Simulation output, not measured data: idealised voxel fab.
The document below concerns the process module designated voxel tone inversion.
In the cross-section labelled cut, the width is 285 nm and each square cell is 5 nm.
Throughout this document, each cross-section is represented as a grid of square cells and is presented as a sequence of bands enumerated from the top downward, where a band comprises one or more rows of cells.
Each band's line starts with the height of the band's top and of its bottom, in nm. Then come its materials from left to right, each with its width in nm. One material with "full width" fills the band from edge to edge. "empty" is empty space.
All heights in this document are referenced to 0, defined as the level beneath which the wafer, as received, consists entirely of one material. The lowest band is not bounded below; it extends indefinitely downward and is written in the form "z 0 and below".
Width "30 to 40": first value at the band's top row of cells, second value at its bottom row, equal change from row to row.
Step note "nothing altered" = no cross-section cell changed.
"Voids, sealed": empty spaces of 8 cells or more with no open way to the top, each given as width x height at distance, distance from the left edge, all in nm.
Anything after a step's settings on that line? It's the simulator's own note about the step.
The line of a step may include "overlay nm". On a step with a mask, this value is how far to the right of its planned place the mask lay. A negative value means the mask lay to the left.

[Process steps foreseen in the plan]
1: RECEIVE: material Si
2: CONFORMAL_DEP: material SiN, thk nm 5
3: DIRECTIONAL_DEP: material aC, thk nm 20
4: PATTERN: tone cover, mask id POSTS, material resist, width nm 15, pitch nm 45, thk nm 25, overlay nm 0
5: DIRECTIONAL_ETCH: etch materials aC, depth nm 20
6: STRIP: etch materials resist
7: FILL_DEP: material SiO2, thk nm 10
8: CMP: height nm 25
9: STRIP: etch materials aC
10: CONFORMAL_DEP: material TiN, thk nm 5
11: FILL_DEP: material Ru, thk nm 5
12: CMP: height nm 25
13: CONFORMAL_DEP: material SiCN, thk nm 5

[Here's what the wafer looked like in cross-section when it arrived - that's after step 1]
z 0 and below = Si full width
Voids, sealed: none

[Wafer cross-section at end of module: start and plan as shown above, one execution error]
z 40 to 25 = SiCN full width
z 25 to 10 = SiO2: 110; TiN: 5; Ru: 5; TiN: 5; SiO2: 30; TiN: 5; Ru: 5; TiN: 5; SiO2: 115
z 10 to 5 = SiO2: 110; TiN: 15; SiO2: 30; TiN: 15; SiO2: 115
z 5 to 0 = SiN full width
z 0 and below = Si full width
Voids, sealed: none
Here's what went sideways: step 13 changed vs plan, executed as CONFORMAL_DEP: material SiCN, thk nm 15
